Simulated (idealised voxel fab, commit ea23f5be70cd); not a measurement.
voxel released beams: a process module
This is section cut - it's 215 nm across, gridded in 5 nm square cells.
Each cross-section below is a grid of square cells, stated as bands in top-down order, with one or more rows of cells making up each band. Band: top and bottom heights (nm) first, top before bottom; then materials from left to right, widths in nm. "full width" marks a sole material filling the band edge to edge. "empty" denotes empty space. Heights are expressed relative to 0, this being the level below which the as-received wafer comprises one material exclusively. The lowest band is unbounded in the downward direction and is denoted as in "top 0, no bottom". Top row gets the first number, bottom row gets the second, and each row in between changes by the same step: that is how a band width like "30->40" works. Basically "changes: none" means that step didn't change any cell in the cross-section. This entry, "Closed void entries", enumerates those empty regions of no fewer than 8 cells that possess no open connection to the top. Each region is reported in the form width x height at distance, the distance being taken from the left edge, with all three quantities expressed in nm. Heads up: the bit after the settings on a step's line is the simulator's remark on that step. overlay nm: mask offset rightward from planned place, masked step; negative means leftward offset.

plan
step 1: RECEIVE: material Si
step 2: CONFORMAL_DEP: material SiN, thk nm 5
step 3: DIRECTIONAL_DEP: material SiO2, thk nm 15
step 4: DIRECTIONAL_DEP: material aC, thk nm 15
step 5: PATTERN: tone open, mask id ANCHOR, material resist, width nm 30, thk nm 35, overlay nm 0
step 6: DIRECTIONAL_ETCH: etch materials aC, depth nm 15
step 7: STRIP: etch materials resist
step 8: DIRECTIONAL_ETCH: etch materials SiO2, depth nm 15
step 9: STRIP: etch materials aC
step 10: CONFORMAL_DEP: material TiN, thk nm 10
step 11: DIRECTIONAL_DEP: material aC, thk nm 10
step 12: PATTERN: tone cover, mask id BEAM, material resist, width nm 105, thk nm 30, overlay nm 0
step 13: DIRECTIONAL_ETCH: etch materials aC, depth nm 10
step 14: STRIP: etch materials resist
step 15: DIRECTIONAL_ETCH: etch materials TiN, depth nm 10
step 16: STRIP: etch materials aC
step 17: STRIP: etch materials SiO2

So this is the incoming wafer in cross-section - it's already been through step 1
> top 0, no bottom | Si full width
> Closed void entries: none

Wafer at module end, in section. Began as above, planned as above, run with one mistake
> top 30, bottom 20 | 50 of empty / 10 of TiN / 20 of empty / 75 of TiN / 60 of empty
> top 20, bottom 15 | 50 of empty / 10 of TiN / 20 of empty / 10 of TiN / 125 of empty
> top 15, bottom 5 | 50 of empty / 40 of TiN / 125 of empty
> top 5, bottom 0 | SiN full width
> top 0, no bottom | Si full width
> Closed void entries: none
What was the processing mistake? the process deviated at step 5: the operation and settings actually run there were PATTERN: tone open, mask id ANCHOR, material resist, width nm 40, thk nm 35, overlay nm 0
